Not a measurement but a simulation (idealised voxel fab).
Process module heading - voxel transistor to metal
Displayed cross-section: cut, width of 295 nm, square cells sized 5 nm.
Cross-sections here: square-cell grids, written as top-down lists of bands, a band being one or more rows of cells.
Band entry format. Leading values: height of top, height of bottom, nm. Remainder: materials in left-to-right order, each with its width in nm. Special words: "all across" on a single material, which then fills the band edge to edge; "blank", empty space.
Heights are expressed relative to 0, this being the level below which the as-received wafer comprises one material exclusively. The lowest band is unbounded in the downward direction and is denoted as in "0 down".
Width spec "30->40" -> top row of cells at first value, bottom row at second value, equal per-row change in between.
"no modification" after a step means that no cell of the cross-section changed.
For the entry "Enclosed void list", the listed items are empty spaces with no open way to the top whose size is 8 cells or more; each item follows the pattern width x height at distance, where distance is from the left edge and all three are in nm.
What comes after the settings on a step's line is commentary from the simulator itself on that step.
On any step carrying a mask, the "overlay nm" setting, if present on the step's line, tells how far right of its planned place the mask lay; negative values point to the left.
**Set out below are the planned steps of the process**
step 1: op RECEIVE | material Si
step 2: op OXIDIZE | depth nm 5
step 3: op CONFORMAL_DEP | material SiN | thk nm 10
step 4: op MASKED_ETCH | tone cover | mask id ACTIVE | width nm 90 | pitch nm 110 | etch materials SiN | depth nm 10 | overlay nm 0
step 5: op MASKED_ETCH | tone cover | mask id ACTIVE | width nm 90 | pitch nm 110 | etch materials SiO2 | depth nm 5 | overlay nm 0
step 6: op MASKED_ETCH | tone cover | mask id ACTIVE | width nm 90 | pitch nm 110 | etch materials Si | depth nm 25 | overlay nm 0
step 7: op FILL_DEP | material SiO2 | thk nm 15
step 8: op CMP | height nm 10
step 9: op SELECTIVE_ETCH | etch materials SiO2 | depth nm 10
step 10: op STRIP | etch materials SiN
step 11: op SELECTIVE_ETCH | etch materials SiO2 | depth nm 5
step 12: op OXIDIZE | depth nm 5
step 13: op DIRECTIONAL_DEP | material polySi | thk nm 25
step 14: op DIRECTIONAL_DEP | material SiCN | thk nm 10
step 15: op MASKED_ETCH | tone cover | mask id GATE | width nm 20 | pitch nm 110 | etch materials SiCN | depth nm 20 | overlay nm 0
step 16: op MASKED_ETCH | tone cover | mask id GATE | width nm 20 | pitch nm 110 | etch materials polySi | depth nm 35 | overlay nm 0
step 17: op CONFORMAL_DEP | material SiO2 | thk nm 5
step 18: op DIRECTIONAL_ETCH | etch materials SiO2 | depth nm 5
step 19: op CONFORMAL_DEP | material SiN | thk nm 10
step 20: op DIRECTIONAL_ETCH | etch materials SiN | depth nm 10
step 21: op DIRECTIONAL_ETCH | etch materials SiO2 | depth nm 5
step 22: op DIRECTIONAL_ETCH | etch materials Si | depth nm 5
step 23: op EPI | material SiGe | thk nm 10
step 24: op FILL_DEP | material SiO2 | thk nm 5
step 25: op CMP | height nm 30
step 26: op DIRECTIONAL_DEP | material SiO2 | thk nm 10
step 27: op PATTERN | tone open | mask id CONTACT | material resist | width nm 15 | thk nm 20 | overlay nm 0
step 28: op DIRECTIONAL_ETCH | etch materials SiO2 | depth nm 45
step 29: op STRIP | etch materials resist
step 30: op CONFORMAL_DEP | material TiN | thk nm 5
step 31: op FILL_DEP | material W | thk nm 5
step 32: op CMP | height nm 40
step 33: op DIRECTIONAL_DEP | material TiN | thk nm 5
step 34: op DIRECTIONAL_DEP | material Ru | thk nm 25
step 35: op MASKED_ETCH | tone cover | mask id METAL_1 | width nm 15 | etch materials Ru | depth nm 25 | overlay nm 0
step 36: op MASKED_ETCH | tone cover | mask id METAL_1 | width nm 15 | etch materials TiN | depth nm 5 | overlay nm 0
step 37: op FILL_DEP | material SiO2 | thk nm 5
step 38: op CMP | height nm 70
step 39: op CONFORMAL_DEP | material SiCN | thk nm 5
step 40: op DIRECTIONAL_DEP | material SiO2 | thk nm 30
step 41: op DIRECTIONAL_DEP | material aC | thk nm 10
step 42: op PATTERN | tone open | mask id METAL_2 | material resist | width nm 15 | pitch nm 110 | thk nm 25 | overlay nm 0
step 43: op DIRECTIONAL_ETCH | etch materials aC | depth nm 10
step 44: op STRIP | etch materials resist
step 45: op DIRECTIONAL_ETCH | etch materials SiO2 | depth nm 15
step 46: op STRIP | etch materials aC
step 47: op MASKED_ETCH | tone open | mask id METAL_2_HOLES | width nm 15 | pitch nm 110 | etch materials SiO2 | depth nm 15 | overlay nm 0
step 48: op MASKED_ETCH | tone open | mask id METAL_2_HOLES | width nm 15 | pitch nm 110 | etch materials SiCN | depth nm 5 | overlay nm 0
step 49: op CONFORMAL_DEP | material TiN | thk nm 5
step 50: op FILL_DEP | material Ru | thk nm 10
step 51: op CMP | height nm 105
step 52: op CONFORMAL_DEP | material SiN | thk nm 5
**As received (post step 1): cross-section**
    0 down: Si all across
    Enclosed void list: none
**The first of the two wafers as seen in cross-section once the module was finished; processing followed the plan**
    110 to 105: SiN all across
    105 to 75: 50 of SiO2; 5 of TiN; 5 of Ru; 5 of TiN; 95 of SiO2; 5 of TiN; 5 of Ru; 5 of TiN; 120 of SiO2
    75 to 70: 50 of SiCN; 15 of TiN; 95 of SiCN; 15 of TiN; 120 of SiCN
    70 to 45: 50 of SiO2; 15 of Ru; 50 of SiO2; 15 of Ru; 30 of SiO2; 15 of Ru; 50 of SiO2; 15 of Ru; 55 of SiO2
    45 to 40: 50 of SiO2; 15 of TiN; 50 of SiO2; 15 of TiN; 30 of SiO2; 15 of TiN; 50 of SiO2; 15 of TiN; 55 of SiO2
    40 to 30: 50 of SiO2; 5 of TiN; 5 of W; 5 of TiN; 50 of SiO2; 5 of TiN; 5 of W; 5 of TiN; 30 of SiO2; 5 of TiN; 5 of W; 5 of TiN; 50 of SiO2; 5 of TiN; 5 of W; 5 of TiN; 55 of SiO2
    30 to 20: 50 of SiO2; 5 of TiN; 5 of W; 5 of TiN; 10 of SiN; 5 of SiO2; 20 of SiCN; 5 of SiO2; 10 of SiN; 5 of TiN; 5 of W; 5 of TiN; 30 of SiO2; 5 of TiN; 5 of W; 5 of TiN; 10 of SiN; 5 of SiO2; 20 of SiCN; 5 of SiO2; 10 of SiN; 5 of TiN; 5 of W; 5 of TiN; 55 of SiO2
    20 to 5: 50 of SiO2; 5 of TiN; 5 of W; 5 of TiN; 10 of SiN; 5 of SiO2; 20 of polySi; 5 of SiO2; 10 of SiN; 5 of TiN; 5 of W; 5 of TiN; 30 of SiO2; 5 of TiN; 5 of W; 5 of TiN; 10 of SiN; 5 of SiO2; 20 of polySi; 5 of SiO2; 10 of SiN; 5 of TiN; 5 of W; 5 of TiN; 55 of SiO2
    5 to 0: 50 of SiO2; 15 of TiN; 10 of SiN; 5 of SiO2; 20 of polySi; 5 of SiO2; 10 of SiN; 15 of TiN; 30 of SiO2; 15 of TiN; 10 of SiN; 5 of SiO2; 20 of polySi; 5 of SiO2; 10 of SiN; 15 of TiN; 55 of SiO2
    0 to -5: 50 of SiO2; 5 of TiN; 10 of SiGe; 10 of SiN; 5 of SiO2; 20 of polySi; 5 of SiO2; 10 of SiN; 10 of SiGe; 5 of TiN; 30 of SiO2; 5 of TiN; 10 of SiGe; 10 of SiN; 5 of SiO2; 20 of polySi; 5 of SiO2; 10 of SiN; 10 of SiGe; 5 of TiN; 55 of SiO2
    -5 to -10: 40 of SiO2; 25 of SiGe; 50 of SiO2; 25 of SiGe; 10 of SiO2; 25 of SiGe; 50 of SiO2; 25 of SiGe; 45 of SiO2
    -10 to -15: 45 of SiO2; 20 of SiGe; 50 of Si; 20 of SiGe; 20 of SiO2; 20 of SiGe; 50 of Si; 20 of SiGe; 50 of SiO2
    -15 to -30: 45 of SiO2; 90 of Si; 20 of SiO2; 90 of Si; 50 of SiO2
    -30 down: Si all across
    Enclosed void list: none
**End-of-module cross-section of the second wafer: identical starting point and process plan to the first, with one processing mistake**
    110 to 105: SiN all across
    105 to 75: 50 of SiO2; 5 of TiN; 5 of Ru; 5 of TiN; 95 of SiO2; 5 of TiN; 5 of Ru; 5 of TiN; 120 of SiO2
    75 to 70: 50 of SiCN; 15 of TiN; 95 of SiCN; 15 of TiN; 120 of SiCN
    70 to 45: 50 of SiO2; 15 of Ru; 50 of SiO2; 15 of Ru; 30 of SiO2; 15 of Ru; 50 of SiO2; 15 of Ru; 55 of SiO2
    45 to 40: 50 of SiO2; 15 of TiN; 50 of SiO2; 15 of TiN; 30 of SiO2; 15 of TiN; 50 of SiO2; 15 of TiN; 55 of SiO2
    40 to 30: 50 of SiO2; 5 of TiN; 5 of W; 5 of TiN; 50 of SiO2; 5 of TiN; 5 of W; 5 of TiN; 30 of SiO2; 5 of TiN; 5 of W; 5 of TiN; 50 of SiO2; 5 of TiN; 5 of W; 5 of TiN; 55 of SiO2
    30 to 20: 50 of SiO2; 5 of TiN; 5 of W; 5 of TiN; 10 of SiN; 5 of SiO2; 20 of SiCN; 5 of SiO2; 10 of SiN; 5 of TiN; 5 of W; 5 of TiN; 30 of SiO2; 5 of TiN; 5 of W; 5 of TiN; 10 of SiN; 5 of SiO2; 20 of SiCN; 5 of SiO2; 10 of SiN; 5 of TiN; 5 of W; 5 of TiN; 55 of SiO2
    20 to 5: 50 of SiO2; 5 of TiN; 5 of W; 5 of TiN; 10 of SiN; 5 of SiO2; 20 of polySi; 5 of SiO2; 10 of SiN; 5 of TiN; 5 of W; 5 of TiN; 30 of SiO2; 5 of TiN; 5 of W; 5 of TiN; 10 of SiN; 5 of SiO2; 20 of polySi; 5 of SiO2; 10 of SiN; 5 of TiN; 5 of W; 5 of TiN; 55 of SiO2
    5 to 0: 50 of SiO2; 15 of TiN; 10 of SiN; 5 of SiO2; 20 of polySi; 5 of SiO2; 10 of SiN; 15 of TiN; 30 of SiO2; 15 of TiN; 10 of SiN; 5 of SiO2; 20 of polySi; 5 of SiO2; 10 of SiN; 15 of TiN; 55 of SiO2
    0 to -5: 50 of SiO2; 5 of TiN; 10 of SiGe; 10 of SiN; 5 of SiO2; 20 of polySi; 5 of SiO2; 10 of SiN; 10 of SiGe; 5 of TiN; 30 of SiO2; 5 of TiN; 10 of SiGe; 10 of SiN; 5 of SiO2; 20 of polySi; 5 of SiO2; 10 of SiN; 10 of SiGe; 5 of TiN; 55 of SiO2
    -5 to -10: 40 of SiO2; 25 of SiGe; 50 of SiO2; 25 of SiGe; 10 of SiO2; 25 of SiGe; 50 of SiO2; 25 of SiGe; 45 of SiO2
    -10 to -15: 45 of SiO2; 20 of SiGe; 50 of Si; 20 of SiGe; 20 of SiO2; 20 of SiGe; 50 of Si; 20 of SiGe; 50 of SiO2
    -15 to -55: 45 of SiO2; 90 of Si; 20 of SiO2; 90 of Si; 50 of SiO2
    -55 down: Si all across
    Enclosed void list: none
What was done differently from what was planned? step 6 of the plan was carried out twice
Counted in cells at the end, the second wafer holds more or fewer of these materials than the first: 115 fewer of Si; 115 more of SiO2
